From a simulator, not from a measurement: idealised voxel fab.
voxel self aligned vias: a process module
Xsec cut, 285 nm wide, square cell size 5 nm.
A cross-section in this document is a grid of square cells, and it is written down as bands, the top band listed before the ones below it; a band is made up of one or more rows of cells. It is stipulated that each band's entry specify, in nanometres, the height of the top of the band and then that of its bottom, followed by the materials of the band in left-to-right sequence, each together with its width in nanometres. A single material marked by the word "everywhere" is understood to fill the band from edge to edge; the word "empty" is understood to denote empty space. The level at which height equals 0 is the one under which the wafer, as it arrives, is entirely one material. No lower edge exists for the bottom band, which continues downward and is notated as in "0 -> down". A width given as "30..40" starts at the first number in the band's top row and ends at the second number in its bottom row, shifting by an equal amount at every step from row to row. "nothing got changed" after a step means that no cell of the cross-section changed. You'll see "Closed void table" listing empty spaces that have no way open to the top, as long as they're 8 cells or more; the notation is width x height at distance, where the distance is from the left edge, and all of it is in nm. Read whatever lies past the settings on a step's line as the simulator's own remark about the step. Steps that use a mask can have "overlay nm" on their line. It says how far the mask sat to the right of where it was meant to be. Negative means to the left. Pairs, read this way: before one process step on the one hand, after it on the other, the after cross-section ending at the lowest band that changed; the step between, settings included, beneath. Same starting wafer throughout, but possibly different runs of this module, so no pair continues from the pair above unless its entry headed "Status quo ante" says so.

**Status quo ante**
75 -> 55  resist: 70  empty: 35  resist: 75  empty: 35  resist: 70
55 -> 35  lowk: 70  empty: 35  lowk: 75  empty: 35  lowk: 70
35 -> 30  lowk: 70  empty: 35  lowk: 25  SiN: 25  lowk: 25  empty: 35  lowk: 70
30 -> 25  lowk: 70  empty: 5  TiN: 5  Ru: 15  TiN: 5  empty: 5  lowk: 25  TiN: 5  Ru: 15  TiN: 5  lowk: 25  empty: 5  TiN: 5  Ru: 15  TiN: 5  empty: 5  lowk: 70
25 -> 20  lowk: 75  TiN: 5  Ru: 15  TiN: 5  lowk: 30  TiN: 5  Ru: 15  TiN: 5  lowk: 30  TiN: 5  Ru: 15  TiN: 5  lowk: 75
20 -> 15  lowk: 75  TiN: 25  lowk: 30  TiN: 25  lowk: 30  TiN: 25  lowk: 75
15 -> 10  SiCN everywhere
10 -> 0  SiO2 everywhere
0 -> down  Si everywhere
Closed void table: none

**Post-Step Cross-Section**
55 -> 35  lowk: 70  empty: 35  lowk: 75  empty: 35  lowk: 70
Whatever lies below 35 is exactly as it was before.
Closed void table: none
The two cross-sections above are separated by a single process step, namely STRIP,etch materials resist

Status quo ante: Reference is made to the cross-section shown after the step in the pair directly above, which represents the state prior to this step.

**Post-Step Cross-Section**
60 -> 55  TiN: 75  empty: 25  TiN: 85  empty: 25  TiN: 75
55 -> 35  lowk: 70  TiN: 5  empty: 25  TiN: 5  lowk: 75  TiN: 5  empty: 25  TiN: 5  lowk: 70
35 -> 30  lowk: 70  TiN: 35  lowk: 25  SiN: 25  lowk: 25  TiN: 35  lowk: 70
30 -> 20  lowk: 70..75  TiN: 10..5  Ru: 15  TiN: 10..5  lowk: 25..30  TiN: 5  Ru: 15  TiN: 5  lowk: 25..30  TiN: 10..5  Ru: 15  TiN: 10..5  lowk: 70..75
Whatever lies below 20 is exactly as it was before.
Closed void table: none
The two cross-sections above are separated by a single process step, namely CONFORMAL_DEP,material TiN,thk nm 5

Status quo ante: Reference is made to the cross-section shown after the step in the pair directly above, which represents the state prior to this step.

**Post-Step Cross-Section**
65 -> 60  W everywhere
60 -> 55  TiN: 75  W: 25  TiN: 85  W: 25  TiN: 75
55 -> 35  lowk: 70  TiN: 5  W: 25  TiN: 5  lowk: 75  TiN: 5  W: 25  TiN: 5  lowk: 70
Whatever lies below 35 is exactly as it was before.
Closed void table: none
The two cross-sections above are separated by a single process step, namely FILL_DEP,material W,thk nm 5

Status quo ante: Reference is made to the cross-section shown after the step in the pair directly above, which represents the state prior to this step.

**Post-Step Cross-Section**
55 -> 35  lowk: 70  TiN: 5  W: 25  TiN: 5  lowk: 75  TiN: 5  W: 25  TiN: 5  lowk: 70
Whatever lies below 35 is exactly as it was before.
Closed void table: none
The two cross-sections above are separated by a single process step, namely CMP,height nm 55

Status quo ante: Reference is made to the cross-section shown after the step in the pair directly above, which represents the state prior to this step.

**Post-Step Cross-Section**
60 -> 55  SiN everywhere
Whatever lies below 55 is exactly as it was before.
Closed void table: none
The two cross-sections above are separated by a single process step, namely CONFORMAL_DEP,material SiN,thk nm 5

**Status quo ante**
35 -> 15  lowk everywhere
15 -> 10  SiCN everywhere
10 -> 0  SiO2 everywhere
0 -> down  Si everywhere
Closed void table: none

**Post-Step Cross-Section**
35 -> 15  lowk: 80  empty: 15  lowk: 40  empty: 15  lowk: 40  empty: 15  lowk: 80
Whatever lies below 15 is exactly as it was before.
Closed void table: none
The two cross-sections above are separated by a single process step, namely MASKED_ETCH,tone open,mask id LINES,width nm 15,pitch nm 55,etch materials lowk,depth nm 20,overlay nm 0

Status quo ante: Reference is made to the cross-section shown after the step in the pair directly above, which represents the state prior to this step.

**Post-Step Cross-Section**
40 -> 35  TiN: 85  empty: 5  TiN: 50  empty: 5  TiN: 50  empty: 5  TiN: 85
35 -> 20  lowk: 80  TiN: 5  empty: 5  TiN: 5  lowk: 40  TiN: 5  empty: 5  TiN: 5  lowk: 40  TiN: 5  empty: 5  TiN: 5  lowk: 80
20 -> 15  lowk: 80  TiN: 15  lowk: 40  TiN: 15  lowk: 40  TiN: 15  lowk: 80
Whatever lies below 15 is exactly as it was before.
Closed void table: none
The two cross-sections above are separated by a single process step, namely CONFORMAL_DEP,material TiN,thk nm 5

Status quo ante: Reference is made to the cross-section shown after the step in the pair directly above, which represents the state prior to this step.

**Post-Step Cross-Section**
50 -> 40  Ru everywhere
40 -> 35  TiN: 85  Ru: 5  TiN: 50  Ru: 5  TiN: 50  Ru: 5  TiN: 85
35 -> 20  lowk: 80  TiN: 5  Ru: 5  TiN: 5  lowk: 40  TiN: 5  Ru: 5  TiN: 5  lowk: 40  TiN: 5  Ru: 5  TiN: 5  lowk: 80
Whatever lies below 20 is exactly as it was before.
Closed void table: none
The two cross-sections above are separated by a single process step, namely FILL_DEP,material Ru,thk nm 10

Status quo ante: Reference is made to the cross-section shown after the step in the pair directly above, which represents the state prior to this step.

**Post-Step Cross-Section**
35 -> 20  lowk: 80  TiN: 5  Ru: 5  TiN: 5  lowk: 40  TiN: 5  Ru: 5  TiN: 5  lowk: 40  TiN: 5  Ru: 5  TiN: 5  lowk: 80
Whatever lies below 20 is exactly as it was before.
Closed void table: none
The two cross-sections above are separated by a single process step, namely CMP,height nm 35

Status quo ante: Reference is made to the cross-section shown after the step in the pair directly above, which represents the state prior to this step.

**Post-Step Cross-Section**
35 -> 30  lowk: 80  empty: 15  lowk: 40  empty: 15  lowk: 40  empty: 15  lowk: 80
Whatever lies below 30 is exactly as it was before.
Closed void table: none
The two cross-sections above are separated by a single process step, namely SELECTIVE_ETCH,etch materials W Ru TiN,depth nm 5

Status quo ante: Reference is made to the cross-section shown after the step in the pair directly above, which represents the state prior to this step.

**Post-Step Cross-Section**
45 -> 35  SiN everywhere
35 -> 30  lowk: 80  SiN: 15  lowk: 40  SiN: 15  lowk: 40  SiN: 15  lowk: 80
Whatever lies below 30 is exactly as it was before.
Closed void table: none
The two cross-sections above are separated by a single process step, namely FILL_DEP,material SiN,thk nm 10

Status quo ante: Reference is made to the cross-section shown after the step in the pair directly above, which represents the state prior to this step.

**Post-Step Cross-Section**
35 -> 30  lowk: 80  SiN: 15  lowk: 40  SiN: 15  lowk: 40  SiN: 15  lowk: 80
Whatever lies below 30 is exactly as it was before.
Closed void table: none
The two cross-sections above are separated by a single process step, namely CMP,height nm 35

Status quo ante: Reference is made to the cross-section shown after the step in the pair directly above, which represents the state prior to this step.

**Post-Step Cross-Section**
55 -> 35  lowk everywhere
Whatever lies below 35 is exactly as it was before.
Closed void table: none
The two cross-sections above are separated by a single process step, namely DIRECTIONAL_DEP,material lowk,thk nm 20

Status quo ante: Reference is made to the cross-section shown after the step in the pair directly above, which represents the state prior to this step.

**Post-Step Cross-Section**
75 -> 55  resist: 70  empty: 35  resist: 75  empty: 35  resist: 70
Whatever lies below 55 is exactly as it was before.
Closed void table: none
The two cross-sections above are separated by a single process step, namely PATTERN,tone open,mask id VIAS,material resist,width nm 35,pitch nm 110,thk nm 20,overlay nm 0

Status quo ante: Reference is made to the cross-section shown after the step in the pair directly above, which represents the state prior to this step.

**Post-Step Cross-Section**
75 -> 55  resist: 70  empty: 35  resist: 75  empty: 35  resist: 70
55 -> 35  lowk: 70  empty: 35  lowk: 75  empty: 35  lowk: 70
Whatever lies below 35 is exactly as it was before.
Closed void table: none
The two cross-sections above are separated by a single process step, namely DIRECTIONAL_ETCH,etch materials lowk,depth nm 20

Status quo ante: Reference is made to the cross-section shown after the step in the pair directly above, which represents the state prior to this step.

**Post-Step Cross-Section**
75 -> 55  resist: 70  empty: 35  resist: 75  empty: 35  resist: 70
55 -> 35  lowk: 70  empty: 35  lowk: 75  empty: 35  lowk: 70
35 -> 30  lowk: 80  empty: 15  lowk: 40  SiN: 15  lowk: 40  empty: 15  lowk: 80
Whatever lies below 30 is exactly as it was before.
Closed void table: none
The two cross-sections above are separated by a single process step, namely DIRECTIONAL_ETCH,etch materials SiN,depth nm 5

Status quo ante: Reference is made to the cross-section shown after the step in the pair directly above, which represents the state prior to this step.

**Post-Step Cross-Section**
55 -> 35  lowk: 70  empty: 35  lowk: 75  empty: 35  lowk: 70
Whatever lies below 35 is exactly as it was before.
Closed void table: none
The two cross-sections above are separated by a single process step, namely STRIP,etch materials resist

Status quo ante: Reference is made to the cross-section shown after the step in the pair directly above, which represents the state prior to this step.

**Post-Step Cross-Section**
60 -> 55  TiN: 75  empty: 25  TiN: 85  empty: 25  TiN: 75
55 -> 40  lowk: 70  TiN: 5  empty: 25  TiN: 5  lowk: 75  TiN: 5  empty: 25  TiN: 5  lowk: 70
40 -> 35  lowk: 70  TiN: 15  empty: 5  TiN: 15  lowk: 75  TiN: 15  empty: 5  TiN: 15  lowk: 70
35 -> 30  lowk: 80  TiN: 15  lowk: 40  SiN: 15  lowk: 40  TiN: 15  lowk: 80
Whatever lies below 30 is exactly as it was before.
Closed void table: none
The two cross-sections above are separated by a single process step, namely CONFORMAL_DEP,material TiN,thk nm 5

Status quo ante: Reference is made to the cross-section shown after the step in the pair directly above, which represents the state prior to this step.

**Post-Step Cross-Section**
65 -> 60  W everywhere
60 -> 55  TiN: 75  W: 25  TiN: 85  W: 25  TiN: 75
55 -> 40  lowk: 70  TiN: 5  W: 25  TiN: 5  lowk: 75  TiN: 5  W: 25  TiN: 5  lowk: 70
40 -> 35  lowk: 70  TiN: 15  W: 5  TiN: 15  lowk: 75  TiN: 15  W: 5  TiN: 15  lowk: 70
Whatever lies below 35 is exactly as it was before.
Closed void table: none
The two cross-sections above are separated by a single process step, namely FILL_DEP,material W,thk nm 5

Status quo ante: Reference is made to the cross-section shown after the step in the pair directly above, which represents the state prior to this step.

**Post-Step Cross-Section**
55 -> 40  lowk: 70  TiN: 5  W: 25  TiN: 5  lowk: 75  TiN: 5  W: 25  TiN: 5  lowk: 70
Whatever lies below 40 is exactly as it was before.
Closed void table: none
The two cross-sections above are separated by a single process step, namely CMP,height nm 55

Status quo ante: Reference is made to the cross-section shown after the step in the pair directly above, which represents the state prior to this step.

**Post-Step Cross-Section**
60 -> 55  SiN everywhere
Whatever lies below 55 is exactly as it was before.
Closed void table: none
The two cross-sections above are separated by a single process step, namely CONFORMAL_DEP,material SiN,thk nm 5

**Status quo ante**
35 -> 15  lowk everywhere
15 -> 10  SiCN everywhere
10 -> 0  SiO2 everywhere
0 -> down  Si everywhere
Closed void table: none

**Post-Step Cross-Section**
35 -> 15  lowk: 70  empty: 25  lowk: 30  empty: 25  lowk: 30  empty: 25  lowk: 80
Whatever lies below 15 is exactly as it was before.
Closed void table: none
The two cross-sections above are separated by a single process step, namely MASKED_ETCH,tone open,mask id LINES,width nm 25,pitch nm 55,etch materials lowk,depth nm 20,overlay nm -5

Status quo ante: Reference is made to the cross-section shown after the step in the pair directly above, which represents the state prior to this step.

**Post-Step Cross-Section**
40 -> 35  TiN: 75  empty: 15  TiN: 40  empty: 15  TiN: 40  empty: 15  TiN: 85
35 -> 20  lowk: 70  TiN: 5  empty: 15  TiN: 5  lowk: 30  TiN: 5  empty: 15  TiN: 5  lowk: 30  TiN: 5  empty: 15  TiN: 5  lowk: 80
20 -> 15  lowk: 70  TiN: 25  lowk: 30  TiN: 25  lowk: 30  TiN: 25  lowk: 80
Whatever lies below 15 is exactly as it was before.
Closed void table: none
The two cross-sections above are separated by a single process step, namely CONFORMAL_DEP,material TiN,thk nm 5

Status quo ante: Reference is made to the cross-section shown after the step in the pair directly above, which represents the state prior to this step.

**Post-Step Cross-Section**
50 -> 40  Ru everywhere
40 -> 35  TiN: 75  Ru: 15  TiN: 40  Ru: 15  TiN: 40  Ru: 15  TiN: 85
35 -> 20  lowk: 70  TiN: 5  Ru: 15  TiN: 5  lowk: 30  TiN: 5  Ru: 15  TiN: 5  lowk: 30  TiN: 5  Ru: 15  TiN: 5  lowk: 80
Whatever lies below 20 is exactly as it was before.
Closed void table: none
The two cross-sections above are separated by a single process step, namely FILL_DEP,material Ru,thk nm 10

Status quo ante: Reference is made to the cross-section shown after the step in the pair directly above, which represents the state prior to this step.

**Post-Step Cross-Section**
35 -> 20  lowk: 70  TiN: 5  Ru: 15  TiN: 5  lowk: 30  TiN: 5  Ru: 15  TiN: 5  lowk: 30  TiN: 5  Ru: 15  TiN: 5  lowk: 80
Whatever lies below 20 is exactly as it was before.
Closed void table: none
The two cross-sections above are separated by a single process step, namely CMP,height nm 35

Status quo ante: Reference is made to the cross-section shown after the step in the pair directly above, which represents the state prior to this step.

**Post-Step Cross-Section**
35 -> 30  lowk: 70  empty: 25  lowk: 30  empty: 25  lowk: 30  empty: 25  lowk: 80
Whatever lies below 30 is exactly as it was before.
Closed void table: none
The two cross-sections above are separated by a single process step, namely SELECTIVE_ETCH,etch materials W Ru TiN,depth nm 5

Status quo ante: Reference is made to the cross-section shown after the step in the pair directly above, which represents the state prior to this step.

**Post-Step Cross-Section**
45 -> 35  SiN everywhere
35 -> 30  lowk: 70  SiN: 25  lowk: 30  SiN: 25  lowk: 30  SiN: 25  lowk: 80
Whatever lies below 30 is exactly as it was before.
Closed void table: none
The two cross-sections above are separated by a single process step, namely FILL_DEP,material SiN,thk nm 10

Status quo ante: Reference is made to the cross-section shown after the step in the pair directly above, which represents the state prior to this step.

**Post-Step Cross-Section**
35 -> 30  lowk: 70  SiN: 25  lowk: 30  SiN: 25  lowk: 30  SiN: 25  lowk: 80
Whatever lies below 30 is exactly as it was before.
Closed void table: none
The two cross-sections above are separated by a single process step, namely CMP,height nm 35

Status quo ante: Reference is made to the cross-section shown after the step in the pair directly above, which represents the state prior to this step.

**Post-Step Cross-Section**
55 -> 35  lowk everywhere
Whatever lies below 35 is exactly as it was before.
Closed void table: none
The two cross-sections above are separated by a single process step, namely DIRECTIONAL_DEP,material lowk,thk nm 20

Status quo ante: Reference is made to the cross-section shown after the step in the pair directly above, which represents the state prior to this step.

**Post-Step Cross-Section**
75 -> 55  resist: 70  empty: 35  resist: 75  empty: 35  resist: 70
Whatever lies below 55 is exactly as it was before.
Closed void table: none
The two cross-sections above are separated by a single process step, namely PATTERN,tone open,mask id VIAS,material resist,width nm 35,pitch nm 110,thk nm 20,overlay nm 0

Status quo ante: Reference is made to the cross-section shown after the step in the pair directly above, which represents the state prior to this step.

**Post-Step Cross-Section**
75 -> 55  resist: 70  empty: 35  resist: 75  empty: 35  resist: 70
55 -> 35  lowk: 70  empty: 35  lowk: 75  empty: 35  lowk: 70
Whatever lies below 35 is exactly as it was before.
Closed void table: none
The two cross-sections above are separated by a single process step, namely DIRECTIONAL_ETCH,etch materials lowk,depth nm 20

Status quo ante: Reference is made to the cross-section shown after the step in the pair directly above, which represents the state prior to this step.

**Post-Step Cross-Section**
75 -> 55  resist: 70  empty: 35  resist: 75  empty: 35  resist: 70
55 -> 35  lowk: 70  empty: 35  lowk: 75  empty: 35  lowk: 70
35 -> 30  lowk: 70  empty: 25  lowk: 30  SiN: 25  lowk: 30  empty: 25  lowk: 80
Whatever lies below 30 is exactly as it was before.
Closed void table: none
The two cross-sections above are separated by a single process step, namely DIRECTIONAL_ETCH,etch materials SiN,depth nm 5

Status quo ante: Reference is made to the cross-section shown after the step in the pair directly above, which represents the state prior to this step.

**Post-Step Cross-Section**
55 -> 35  lowk: 70  empty: 35  lowk: 75  empty: 35  lowk: 70
Whatever lies below 35 is exactly as it was before.
Closed void table: none
The two cross-sections above are separated by a single process step, namely STRIP,etch materials resist

Status quo ante: Reference is made to the cross-section shown after the step in the pair directly above, which represents the state prior to this step.

**Post-Step Cross-Section**
60 -> 55  TiN: 75  empty: 25  TiN: 85  empty: 25  TiN: 75
55 -> 40  lowk: 70  TiN: 5  empty: 25  TiN: 5  lowk: 75  TiN: 5  empty: 25  TiN: 5  lowk: 70
40 -> 35  lowk: 70  TiN: 5  empty: 15  TiN: 15  lowk: 75  TiN: 5  empty: 15  TiN: 15  lowk: 70
35 -> 30  lowk: 70  TiN: 25  lowk: 30  SiN: 25  lowk: 30  TiN: 25  lowk: 80
Whatever lies below 30 is exactly as it was before.
Closed void table: none
The two cross-sections above are separated by a single process step, namely CONFORMAL_DEP,material TiN,thk nm 5

Status quo ante: Reference is made to the cross-section shown after the step in the pair directly above, which represents the state prior to this step.

**Post-Step Cross-Section**
65 -> 60  W everywhere
60 -> 55  TiN: 75  W: 25  TiN: 85  W: 25  TiN: 75
55 -> 40  lowk: 70  TiN: 5  W: 25  TiN: 5  lowk: 75  TiN: 5  W: 25  TiN: 5  lowk: 70
40 -> 35  lowk: 70  TiN: 5  W: 15  TiN: 15  lowk: 75  TiN: 5  W: 15  TiN: 15  lowk: 70
Whatever lies below 35 is exactly as it was before.
Closed void table: none
The two cross-sections above are separated by a single process step, namely FILL_DEP,material W,thk nm 5

Status quo ante: Reference is made to the cross-section shown after the step in the pair directly above, which represents the state prior to this step.

**Post-Step Cross-Section**
55 -> 40  lowk: 70  TiN: 5  W: 25  TiN: 5  lowk: 75  TiN: 5  W: 25  TiN: 5  lowk: 70
Whatever lies below 40 is exactly as it was before.
Closed void table: none
The two cross-sections above are separated by a single process step, namely CMP,height nm 55

Status quo ante: Reference is made to the cross-section shown after the step in the pair directly above, which represents the state prior to this step.

**Post-Step Cross-Section**
60 -> 55  SiN everywhere
Whatever lies below 55 is exactly as it was before.
Closed void table: none
The two cross-sections above are separated by a single process step, namely CONFORMAL_DEP,material SiN,thk nm 5

**Status quo ante**
35 -> 30  lowk: 75  SiN: 25  lowk: 30  SiN: 25  lowk: 30  SiN: 25  lowk: 75
30 -> 20  lowk: 75  TiN: 5  Ru: 15  TiN: 5  lowk: 30  TiN: 5  Ru: 15  TiN: 5  lowk: 30  TiN: 5  Ru: 15  TiN: 5  lowk: 75
20 -> 15  lowk: 75  TiN: 25  lowk: 30  TiN: 25  lowk: 30  TiN: 25  lowk: 75
15 -> 10  SiCN everywhere
10 -> 0  SiO2 everywhere
0 -> down  Si everywhere
Closed void table: none

**Post-Step Cross-Section**
55 -> 35  SiCN everywhere
Whatever lies below 35 is exactly as it was before.
Closed void table: none
The two cross-sections above are separated by a single process step, namely DIRECTIONAL_DEP,material SiCN,thk nm 20

Status quo ante: Reference is made to the cross-section shown after the step in the pair directly above, which represents the state prior to this step.

**Post-Step Cross-Section**
75 -> 55  resist: 70  empty: 35  resist: 75  empty: 35  resist: 70
Whatever lies below 55 is exactly as it was before.
Closed void table: none
The two cross-sections above are separated by a single process step, namely PATTERN,tone open,mask id VIAS,material resist,width nm 35,pitch nm 110,thk nm 20,overlay nm 0

Status quo ante: Reference is made to the cross-section shown after the step in the pair directly above, which represents the state prior to this step.

**Post-Step Cross-Section**
55 -> 35  SiCN everywhere
Whatever lies below 35 is exactly as it was before.
Closed void table: none
The two cross-sections above are separated by a single process step, namely STRIP,etch materials resist

Status quo ante: Reference is made to the cross-section shown after the step in the pair directly above, which represents the state prior to this step.

**Post-Step Cross-Section**
60 -> 55  TiN everywhere
Whatever lies below 55 is exactly as it was before.
Closed void table: none
The two cross-sections above are separated by a single process step, namely CONFORMAL_DEP,material TiN,thk nm 5

Status quo ante: Reference is made to the cross-section shown after the step in the pair directly above, which represents the state prior to this step.

**Post-Step Cross-Section**
65 -> 60  W everywhere
Whatever lies below 60 is exactly as it was before.
Closed void table: none
The two cross-sections above are separated by a single process step, namely FILL_DEP,material W,thk nm 5

Status quo ante: Reference is made to the cross-section shown after the step in the pair directly above, which represents the state prior to this step.

**Post-Step Cross-Section**
55 -> 35  SiCN everywhere
Whatever lies below 35 is exactly as it was before.
Closed void table: none
The two cross-sections above are separated by a single process step, namely CMP,height nm 55

Status quo ante: Reference is made to the cross-section shown after the step in the pair directly above, which represents the state prior to this step.

**Post-Step Cross-Section**
60 -> 55  SiN everywhere
Whatever lies below 55 is exactly as it was before.
Closed void table: none
The two cross-sections above are separated by a single process step, namely CONFORMAL_DEP,material SiN,thk nm 5

**Status quo ante**
35 -> 15  lowk everywhere
15 -> 10  SiCN everywhere
10 -> 0  SiO2 everywhere
0 -> down  Si everywhere
Closed void table: none

**Post-Step Cross-Section**
35 -> 15  empty: 75  lowk: 25  empty: 30  lowk: 25  empty: 30  lowk: 25  empty: 75
Whatever lies below 15 is exactly as it was before.
Closed void table: none
The two cross-sections above are separated by a single process step, namely MASKED_ETCH,tone cover,mask id LINES,width nm 25,pitch nm 55,etch materials lowk,depth nm 20,overlay nm 0

Status quo ante: Reference is made to the cross-section shown after the step in the pair directly above, which represents the state prior to this step.

**Post-Step Cross-Section**
40 -> 35  empty: 70  TiN: 35  empty: 20  TiN: 35  empty: 20  TiN: 35  empty: 70
35 -> 20  empty: 70  TiN: 5  lowk: 25  TiN: 5  empty: 20  TiN: 5  lowk: 25  TiN: 5  empty: 20  TiN: 5  lowk: 25  TiN: 5  empty: 70
20 -> 15  TiN: 75  lowk: 25  TiN: 30  lowk: 25  TiN: 30  lowk: 25  TiN: 75
Whatever lies below 15 is exactly as it was before.
Closed void table: none
The two cross-sections above are separated by a single process step, namely CONFORMAL_DEP,material TiN,thk nm 5

Status quo ante: Reference is made to the cross-section shown after the step in the pair directly above, which represents the state prior to this step.

**Post-Step Cross-Section**
50 -> 40  Ru everywhere
40 -> 35  Ru: 70  TiN: 35  Ru: 20  TiN: 35  Ru: 20  TiN: 35  Ru: 70
35 -> 20  Ru: 70  TiN: 5  lowk: 25  TiN: 5  Ru: 20  TiN: 5  lowk: 25  TiN: 5  Ru: 20  TiN: 5  lowk: 25  TiN: 5  Ru: 70
Whatever lies below 20 is exactly as it was before.
Closed void table: none
The two cross-sections above are separated by a single process step, namely FILL_DEP,material Ru,thk nm 10

Status quo ante: Reference is made to the cross-section shown after the step in the pair directly above, which represents the state prior to this step.

**Post-Step Cross-Section**
35 -> 20  Ru: 70  TiN: 5  lowk: 25  TiN: 5  Ru: 20  TiN: 5  lowk: 25  TiN: 5  Ru: 20  TiN: 5  lowk: 25  TiN: 5  Ru: 70
Whatever lies below 20 is exactly as it was before.
Closed void table: none
The two cross-sections above are separated by a single process step, namely CMP,height nm 35

Status quo ante: Reference is made to the cross-section shown after the step in the pair directly above, which represents the state prior to this step.

**Post-Step Cross-Section**
35 -> 30  empty: 75  lowk: 25  empty: 30  lowk: 25  empty: 30  lowk: 25  empty: 75
Whatever lies below 30 is exactly as it was before.
Closed void table: none
The two cross-sections above are separated by a single process step, namely SELECTIVE_ETCH,etch materials W Ru TiN,depth nm 5

Status quo ante: Reference is made to the cross-section shown after the step in the pair directly above, which represents the state prior to this step.

**Post-Step Cross-Section**
45 -> 35  SiN everywhere
35 -> 30  SiN: 75  lowk: 25  SiN: 30  lowk: 25  SiN: 30  lowk: 25  SiN: 75
Whatever lies below 30 is exactly as it was before.
Closed void table: none
The two cross-sections above are separated by a single process step, namely FILL_DEP,material SiN,thk nm 10

Status quo ante: Reference is made to the cross-section shown after the step in the pair directly above, which represents the state prior to this step.

**Post-Step Cross-Section**
35 -> 30  SiN: 75  lowk: 25  SiN: 30  lowk: 25  SiN: 30  lowk: 25  SiN: 75
Whatever lies below 30 is exactly as it was before.
Closed void table: none
The two cross-sections above are separated by a single process step, namely CMP,height nm 35

Status quo ante: Reference is made to the cross-section shown after the step in the pair directly above, which represents the state prior to this step.

**Post-Step Cross-Section**
55 -> 35  lowk everywhere
Whatever lies below 35 is exactly as it was before.
Closed void table: none
The two cross-sections above are separated by a single process step, namely DIRECTIONAL_DEP,material lowk,thk nm 20

Status quo ante: Reference is made to the cross-section shown after the step in the pair directly above, which represents the state prior to this step.

**Post-Step Cross-Section**
75 -> 55  resist: 70  empty: 35  resist: 75  empty: 35  resist: 70
Whatever lies below 55 is exactly as it was before.
Closed void table: none
The two cross-sections above are separated by a single process step, namely PATTERN,tone open,mask id VIAS,material resist,width nm 35,pitch nm 110,thk nm 20,overlay nm 0

Status quo ante: Reference is made to the cross-section shown after the step in the pair directly above, which represents the state prior to this step.

**Post-Step Cross-Section**
75 -> 55  resist: 70  empty: 35  resist: 75  empty: 35  resist: 70
55 -> 35  lowk: 70  empty: 35  lowk: 75  empty: 35  lowk: 70
Whatever lies below 35 is exactly as it was before.
Closed void table: none
The two cross-sections above are separated by a single process step, namely DIRECTIONAL_ETCH,etch materials lowk,depth nm 20

Status quo ante: Reference is made to the cross-section shown after the step in the pair directly above, which represents the state prior to this step.

**Post-Step Cross-Section**
75 -> 55  resist: 70  empty: 35  resist: 75  empty: 35  resist: 70
55 -> 35  lowk: 70  empty: 35  lowk: 75  empty: 35  lowk: 70
35 -> 30  SiN: 70  empty: 5  lowk: 25  empty: 5  SiN: 25  lowk: 25  SiN: 25  empty: 5  lowk: 25  empty: 5  SiN: 70
Whatever lies below 30 is exactly as it was before.
Closed void table: none
The two cross-sections above are separated by a single process step, namely DIRECTIONAL_ETCH,etch materials SiN,depth nm 5

Status quo ante: Reference is made to the cross-section shown after the step in the pair directly above, which represents the state prior to this step.

**Post-Step Cross-Section**
55 -> 35  lowk: 70  empty: 35  lowk: 75  empty: 35  lowk: 70
Whatever lies below 35 is exactly as it was before.
Closed void table: none
The two cross-sections above are separated by a single process step, namely STRIP,etch materials resist

Status quo ante: Reference is made to the cross-section shown after the step in the pair directly above, which represents the state prior to this step.

**Post-Step Cross-Section**
60 -> 55  TiN: 75  empty: 25  TiN: 85  empty: 25  TiN: 75
55 -> 40  lowk: 70  TiN: 5  empty: 25  TiN: 5  lowk: 75  TiN: 5  empty: 25  TiN: 5  lowk: 70
40 -> 35  lowk: 70  TiN: 35  lowk: 75  TiN: 35  lowk: 70
35 -> 30  SiN: 70  TiN: 5  lowk: 25  TiN: 5  SiN: 25  lowk: 25  SiN: 25  TiN: 5  lowk: 25  TiN: 5  SiN: 70
Whatever lies below 30 is exactly as it was before.
Closed void table: none
The two cross-sections above are separated by a single process step, namely CONFORMAL_DEP,material TiN,thk nm 5

Status quo ante: Reference is made to the cross-section shown after the step in the pair directly above, which represents the state prior to this step.

**Post-Step Cross-Section**
65 -> 60  W everywhere
60 -> 55  TiN: 75  W: 25  TiN: 85  W: 25  TiN: 75
55 -> 40  lowk: 70  TiN: 5  W: 25  TiN: 5  lowk: 75  TiN: 5  W: 25  TiN: 5  lowk: 70
Whatever lies below 40 is exactly as it was before.
Closed void table: none
The two cross-sections above are separated by a single process step, namely FILL_DEP,material W,thk nm 5

Status quo ante: Reference is made to the cross-section shown after the step in the pair directly above, which represents the state prior to this step.

**Post-Step Cross-Section**
55 -> 40  lowk: 70  TiN: 5  W: 25  TiN: 5  lowk: 75  TiN: 5  W: 25  TiN: 5  lowk: 70
Whatever lies below 40 is exactly as it was before.
Closed void table: none
The two cross-sections above are separated by a single process step, namely CMP,height nm 55

Status quo ante: Reference is made to the cross-section shown after the step in the pair directly above, which represents the state prior to this step.

**Post-Step Cross-Section**
60 -> 55  SiN everywhere
Whatever lies below 55 is exactly as it was before.
Closed void table: none
The two cross-sections above are separated by a single process step, namely CONFORMAL_DEP,material SiN,thk nm 5
